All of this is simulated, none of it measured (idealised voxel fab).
Presented below is a process module, voxel capacitor over wiring.
The width of the displayed cross-section, cut, is 290 nm; its cells are square, with a size of 5 nm.
Think of the cross-section as a grid of square cells. We describe it in bands, top to bottom, and each band covers one or more rows of those cells.
For a band, the entry starts with two heights in nm, that of the top and then that of the bottom, and carries on with the band's materials in order from left to right, each alongside its width in nm; the word "everywhere" beside a single material means it fills the band edge to edge, and "blank" means empty space.
Height is counted from the level 0, under which the received wafer is composed throughout of one material. The lowest of the bands is not closed at the bottom but continues downward, in the notation "0..down".
A two-number width, for instance "30->40", indicates that the width is equal to the first number in the top row of the band and to the second number in the bottom row, and that it changes by a constant amount per row of cells.
The cross-section has no changed cell in any step marked "no change".
Closed-off voids of 8+ cells (no open route to the top) go in "Enclosed void entries", written width x height at distance from the left edge, in nm.
On each step's line, the part that comes after the settings is the simulator's own comment on the step.
You can add "overlay nm" to a step's line. For a step with a mask, it describes how far the mask lay to the right of its planned position, and a negative number describes a lay to the left.

# List of planned process steps
1) RECEIVE with material Si
2) CONFORMAL_DEP with material SiO2, thk nm 15
3) CONFORMAL_DEP with material SiN, thk nm 5
4) DIRECTIONAL_DEP with material lowk, thk nm 25
5) DIRECTIONAL_DEP with material aC, thk nm 10
6) PATTERN with tone open, mask id METAL_1, material resist, width nm 30, pitch nm 85, thk nm 30, overlay nm 0
7) DIRECTIONAL_ETCH with etch materials aC, depth nm 10
8) STRIP with etch materials resist
9) DIRECTIONAL_ETCH with etch materials lowk, depth nm 25
10) DIRECTIONAL_ETCH with etch materials SiN, depth nm 5
11) STRIP with etch materials aC
12) CONFORMAL_DEP with material TiN, thk nm 5
13) FILL_DEP with material W, thk nm 5
14) CMP with height nm 45
15) CONFORMAL_DEP with material SiCN, thk nm 5
16) DIRECTIONAL_DEP with material SiO2, thk nm 15
17) MASKED_ETCH with tone open, mask id PLUG_1, width nm 15, etch materials SiO2, depth nm 15, overlay nm 0
18) MASKED_ETCH with tone open, mask id PLUG_1, width nm 15, etch materials SiCN, depth nm 5, overlay nm 0
19) EPI with material Ru, thk nm 10
20) EPI with material Ru, thk nm 10
21) DIRECTIONAL_DEP with material TiN, thk nm 5
22) DIRECTIONAL_DEP with material HfO2, thk nm 5
23) DIRECTIONAL_DEP with material TiN, thk nm 10
24) MASKED_ETCH with tone cover, mask id UPPER_PLATE, width nm 60, etch materials TiN, depth nm 10, overlay nm 0
25) MASKED_ETCH with tone cover, mask id UPPER_PLATE, width nm 60, etch materials HfO2, depth nm 5, overlay nm 0
26) DIRECTIONAL_DEP with material aC, thk nm 10
27) PATTERN with tone cover, mask id LOWER_PLATE, material resist, width nm 70, thk nm 25, overlay nm 0
28) DIRECTIONAL_ETCH with etch materials aC, depth nm 10
29) STRIP with etch materials resist
30) DIRECTIONAL_ETCH with etch materials TiN, depth nm 5
31) STRIP with etch materials aC
32) FILL_DEP with material SiO2, thk nm 20
33) CMP with height nm 100
34) DIRECTIONAL_DEP with material aC, thk nm 15
35) PATTERN with tone open, mask id PLUG_2, material resist, width nm 15, thk nm 30, overlay nm 0
36) DIRECTIONAL_ETCH with etch materials aC, depth nm 15
37) STRIP with etch materials resist
38) DIRECTIONAL_ETCH with etch materials SiO2, depth nm 15
39) STRIP with etch materials aC
40) CONFORMAL_DEP with material TiN, thk nm 5
41) FILL_DEP with material Cu, thk nm 5
42) CMP with height nm 100
43) CONFORMAL_DEP with material SiN, thk nm 5

# first wafer, as planned

# Wafer cross-section on receipt, i.e. after step 1
    0..down  Si everywhere
    Enclosed void entries: none

# The wafer, seen in cross-section, after step 2
    15..0  SiO2 everywhere
    Lower than 0, everything is as it was.

# The wafer, seen in cross-section, after step 3
    20..15  SiN everywhere
    Lower than 15, everything is as it was.

# The wafer, seen in cross-section, after step 4
    45..20  lowk everywhere
    Lower than 20, everything is as it was.

# The wafer, seen in cross-section, after step 5
    55..45  aC everywhere
    Lower than 45, everything is as it was.

# The wafer, seen in cross-section, after step 6
    85..55  resist=85, blank=30, resist=55, blank=30, resist=90
    Lower than 55, everything is as it was.

# The wafer, seen in cross-section, after step 7
    75..55  resist=85, blank=30, resist=55, blank=30, resist=90
    55..45  aC=85, blank=30, aC=55, blank=30, aC=90
    Lower than 45, everything is as it was.

# The wafer, seen in cross-section, after step 8
    55..45  aC=85, blank=30, aC=55, blank=30, aC=90
    Lower than 45, everything is as it was.

# The wafer, seen in cross-section, after step 9
    55..45  aC=85, blank=30, aC=55, blank=30, aC=90
    45..20  lowk=85, blank=30, lowk=55, blank=30, lowk=90
    Lower than 20, everything is as it was.

# The wafer, seen in cross-section, after step 10
    55..45  aC=85, blank=30, aC=55, blank=30, aC=90
    45..20  lowk=85, blank=30, lowk=55, blank=30, lowk=90
    20..15  SiN=85, blank=30, SiN=55, blank=30, SiN=90
    Lower than 15, everything is as it was.

# The wafer, seen in cross-section, after step 11
    45..20  lowk=85, blank=30, lowk=55, blank=30, lowk=90
    Lower than 20, everything is as it was.

# The wafer, seen in cross-section, after step 12
    50..45  TiN=90, blank=20, TiN=65, blank=20, TiN=95
    45..20  lowk=85, TiN=5, blank=20, TiN=5, lowk=55, TiN=5, blank=20, TiN=5, lowk=90
    20..15  SiN=85, TiN=30, SiN=55, TiN=30, SiN=90
    Lower than 15, everything is as it was.

# The wafer, seen in cross-section, after step 13
    55..50  W everywhere
    50..45  TiN=90, W=20, TiN=65, W=20, TiN=95
    45..20  lowk=85, TiN=5, W=20, TiN=5, lowk=55, TiN=5, W=20, TiN=5, lowk=90
    Lower than 20, everything is as it was.

# The wafer, seen in cross-section, after step 14
    45..20  lowk=85, TiN=5, W=20, TiN=5, lowk=55, TiN=5, W=20, TiN=5, lowk=90
    Lower than 20, everything is as it was.

# The wafer, seen in cross-section, after step 15
    50..45  SiCN everywhere
    Lower than 45, everything is as it was.

# The wafer, seen in cross-section, after step 16
    65..50  SiO2 everywhere
    Lower than 50, everything is as it was.

# The wafer, seen in cross-section, after step 17
    65..50  SiO2=100, blank=15, SiO2=175
    Lower than 50, everything is as it was.

# The wafer, seen in cross-section, after step 18
    65..50  SiO2=100, blank=15, SiO2=175
    50..45  SiCN=100, blank=15, SiCN=175
    Lower than 45, everything is as it was.

# The wafer, seen in cross-section, after step 19
    65..55  SiO2=100, blank=15, SiO2=175
    55..50  SiO2=100, Ru=15, SiO2=175
    50..45  SiCN=100, Ru=15, SiCN=175
    Lower than 45, everything is as it was.

# The wafer, seen in cross-section, after step 20
    65..50  SiO2=100, Ru=15, SiO2=175
    Lower than 50, everything is as it was.

# The wafer, seen in cross-section, after step 21
    70..65  TiN everywhere
    Lower than 65, everything is as it was.

# The wafer, seen in cross-section, after step 22
    75..70  HfO2 everywhere
    Lower than 70, everything is as it was.

# The wafer, seen in cross-section, after step 23
    85..75  TiN everywhere
    Lower than 75, everything is as it was.

# The wafer, seen in cross-section, after step 24
    85..75  blank=100, TiN=60, blank=130
    Lower than 75, everything is as it was.

# The wafer, seen in cross-section, after step 25
    85..75  blank=100, TiN=60, blank=130
    75..70  blank=100, HfO2=60, blank=130
    Lower than 70, everything is as it was.

# The wafer, seen in cross-section, after step 26
    95..85  blank=100, aC=60, blank=130
    85..80  blank=100, TiN=60, blank=130
    80..75  aC=100, TiN=60, aC=130
    75..70  aC=100, HfO2=60, aC=130
    Lower than 70, everything is as it was.

# The wafer, seen in cross-section, after step 27
    120..95  blank=95, resist=70, blank=125
    95..85  blank=95, resist=5, aC=60, resist=5, blank=125
    85..80  blank=95, resist=5, TiN=60, resist=5, blank=125
    Lower than 80, everything is as it was.

# The wafer, seen in cross-section, after step 28
    110..95  blank=95, resist=70, blank=125
    95..85  blank=95, resist=5, aC=60, resist=5, blank=125
    85..80  blank=95, resist=5, TiN=60, resist=5, blank=125
    80..75  blank=95, aC=5, TiN=60, aC=5, blank=125
    75..70  blank=95, aC=5, HfO2=60, aC=5, blank=125
    Lower than 70, everything is as it was.

# The wafer, seen in cross-section, after step 29
    95..85  blank=100, aC=60, blank=130
    85..80  blank=100, TiN=60, blank=130
    Lower than 80, everything is as it was.

# The wafer, seen in cross-section, after step 30
    95..85  blank=100, aC=60, blank=130
    85..80  blank=100, TiN=60, blank=130
    80..75  blank=95, aC=5, TiN=60, aC=5, blank=125
    75..70  blank=95, aC=5, HfO2=60, aC=5, blank=125
    70..65  blank=95, TiN=70, blank=125
    Lower than 65, everything is as it was.

# The wafer, seen in cross-section, after step 31
    85..75  blank=100, TiN=60, blank=130
    75..70  blank=100, HfO2=60, blank=130
    Lower than 70, everything is as it was.

# The wafer, seen in cross-section, after step 32
    105..85  SiO2 everywhere
    85..75  SiO2=100, TiN=60, SiO2=130
    75..70  SiO2=100, HfO2=60, SiO2=130
    70..65  SiO2=95, TiN=70, SiO2=125
    Lower than 65, everything is as it was.

# The wafer, seen in cross-section, after step 33
    100..85  SiO2 everywhere
    Lower than 85, everything is as it was.

# The wafer, seen in cross-section, after step 34
    115..100  aC everywhere
    Lower than 100, everything is as it was.

# The wafer, seen in cross-section, after step 35
    145..115  resist=110, blank=15, resist=165
    Lower than 115, everything is as it was.

# The wafer, seen in cross-section, after step 36
    130..115  resist=110, blank=15, resist=165
    115..100  aC=110, blank=15, aC=165
    Lower than 100, everything is as it was.

# The wafer, seen in cross-section, after step 37
    115..100  aC=110, blank=15, aC=165
    Lower than 100, everything is as it was.

# The wafer, seen in cross-section, after step 38
    115..100  aC=110, blank=15, aC=165
    100..85  SiO2=110, blank=15, SiO2=165
    Lower than 85, everything is as it was.

# The wafer, seen in cross-section, after step 39
    100..85  SiO2=110, blank=15, SiO2=165
    Lower than 85, everything is as it was.

# The wafer, seen in cross-section, after step 40
    105..100  TiN=115, blank=5, TiN=170
    100..90  SiO2=110, TiN=5, blank=5, TiN=5, SiO2=165
    90..85  SiO2=110, TiN=15, SiO2=165
    Lower than 85, everything is as it was.

# The wafer, seen in cross-section, after step 41
    110..105  Cu everywhere
    105..100  TiN=115, Cu=5, TiN=170
    100..90  SiO2=110, TiN=5, Cu=5, TiN=5, SiO2=165
    Lower than 90, everything is as it was.

# The wafer, seen in cross-section, after step 42
    100..90  SiO2=110, TiN=5, Cu=5, TiN=5, SiO2=165
    Lower than 90, everything is as it was.

# The wafer, seen in cross-section, after step 43
    105..100  SiN everywhere
    Lower than 100, everything is as it was.

# Wafer two of the pair: same origin, same plan, one error during the run; identical to wafer one up to and including step 16

# Second wafer at the planned finish of step 17, seen in cross-section
    65..50  SiO2=100, blank=20, SiO2=170
    Lower than 50, everything is as it was.

# Second wafer at the planned finish of step 18, seen in cross-section
    65..50  SiO2=100, blank=20, SiO2=170
    50..45  SiCN=100, blank=15, SiCN=175
    Lower than 45, everything is as it was.

# Second wafer at the planned finish of step 19, seen in cross-section
    65..55  SiO2=100, blank=20, SiO2=170
    55..50  SiO2=100, Ru=20, SiO2=170
    50..45  SiCN=100, Ru=15, SiCN=175
    Lower than 45, everything is as it was.

# Second wafer at the planned finish of step 20, seen in cross-section
    65..50  SiO2=100, Ru=20, SiO2=170
    Lower than 50, everything is as it was.

# Second wafer at the planned finish of step 21, seen in cross-section
    70..65  TiN everywhere
    Lower than 65, everything is as it was.

# Second wafer at the planned finish of step 22, seen in cross-section
    75..70  HfO2 everywhere
    Lower than 70, everything is as it was.

# Second wafer at the planned finish of step 23, seen in cross-section
    85..75  TiN everywhere
    Lower than 75, everything is as it was.

# Second wafer at the planned finish of step 24, seen in cross-section
    85..75  blank=100, TiN=60, blank=130
    Lower than 75, everything is as it was.

# Second wafer at the planned finish of step 25, seen in cross-section
    85..75  blank=100, TiN=60, blank=130
    75..70  blank=100, HfO2=60, blank=130
    Lower than 70, everything is as it was.

# Second wafer at the planned finish of step 26, seen in cross-section
    95..85  blank=100, aC=60, blank=130
    85..80  blank=100, TiN=60, blank=130
    80..75  aC=100, TiN=60, aC=130
    75..70  aC=100, HfO2=60, aC=130
    Lower than 70, everything is as it was.

# Second wafer at the planned finish of step 27, seen in cross-section
    120..95  blank=95, resist=70, blank=125
    95..85  blank=95, resist=5, aC=60, resist=5, blank=125
    85..80  blank=95, resist=5, TiN=60, resist=5, blank=125
    Lower than 80, everything is as it was.

# Second wafer at the planned finish of step 28, seen in cross-section
    110..95  blank=95, resist=70, blank=125
    95..85  blank=95, resist=5, aC=60, resist=5, blank=125
    85..80  blank=95, resist=5, TiN=60, resist=5, blank=125
    80..75  blank=95, aC=5, TiN=60, aC=5, blank=125
    75..70  blank=95, aC=5, HfO2=60, aC=5, blank=125
    Lower than 70, everything is as it was.

# Second wafer at the planned finish of step 29, seen in cross-section
    95..85  blank=100, aC=60, blank=130
    85..80  blank=100, TiN=60, blank=130
    Lower than 80, everything is as it was.

# Second wafer at the planned finish of step 30, seen in cross-section
    95..85  blank=100, aC=60, blank=130
    85..80  blank=100, TiN=60, blank=130
    80..75  blank=95, aC=5, TiN=60, aC=5, blank=125
    75..70  blank=95, aC=5, HfO2=60, aC=5, blank=125
    70..65  blank=95, TiN=70, blank=125
    Lower than 65, everything is as it was.

# Second wafer at the planned finish of step 31, seen in cross-section
    85..75  blank=100, TiN=60, blank=130
    75..70  blank=100, HfO2=60, blank=130
    Lower than 70, everything is as it was.

# Second wafer at the planned finish of step 32, seen in cross-section
    105..85  SiO2 everywhere
    85..75  SiO2=100, TiN=60, SiO2=130
    75..70  SiO2=100, HfO2=60, SiO2=130
    70..65  SiO2=95, TiN=70, SiO2=125
    Lower than 65, everything is as it was.

# Second wafer at the planned finish of step 33, seen in cross-section
    100..85  SiO2 everywhere
    Lower than 85, everything is as it was.

# Second wafer at the planned finish of step 34, seen in cross-section
    115..100  aC everywhere
    Lower than 100, everything is as it was.

# Second wafer at the planned finish of step 35, seen in cross-section
    145..115  resist=110, blank=15, resist=165
    Lower than 115, everything is as it was.

# Second wafer at the planned finish of step 36, seen in cross-section
    130..115  resist=110, blank=15, resist=165
    115..100  aC=110, blank=15, aC=165
    Lower than 100, everything is as it was.

# Second wafer at the planned finish of step 37, seen in cross-section
    115..100  aC=110, blank=15, aC=165
    Lower than 100, everything is as it was.

# Second wafer at the planned finish of step 38, seen in cross-section
    115..100  aC=110, blank=15, aC=165
    100..85  SiO2=110, blank=15, SiO2=165
    Lower than 85, everything is as it was.

# Second wafer at the planned finish of step 39, seen in cross-section
    100..85  SiO2=110, blank=15, SiO2=165
    Lower than 85, everything is as it was.

# Second wafer at the planned finish of step 40, seen in cross-section
    105..100  TiN=115, blank=5, TiN=170
    100..90  SiO2=110, TiN=5, blank=5, TiN=5, SiO2=165
    90..85  SiO2=110, TiN=15, SiO2=165
    Lower than 85, everything is as it was.

# Second wafer at the planned finish of step 41, seen in cross-section
    110..105  Cu everywhere
    105..100  TiN=115, Cu=5, TiN=170
    100..90  SiO2=110, TiN=5, Cu=5, TiN=5, SiO2=165
    Lower than 90, everything is as it was.

# Second wafer at the planned finish of step 42, seen in cross-section
    100..90  SiO2=110, TiN=5, Cu=5, TiN=5, SiO2=165
    Lower than 90, everything is as it was.

# Second wafer at the planned finish of step 43, seen in cross-section
    105..100  SiN everywhere
    Lower than 100, everything is as it was.
In executing the process, a mistake was made relative to the plan: step 17, actual vs plan mismatch, actual run MASKED_ETCH with tone open, mask id PLUG_1, width nm 20, etch materials SiO2, depth nm 15, overlay nm 0
End check, counted in cells, second wafer has more or fewer of these materials than the first: Ru +3 | SiO2 -3
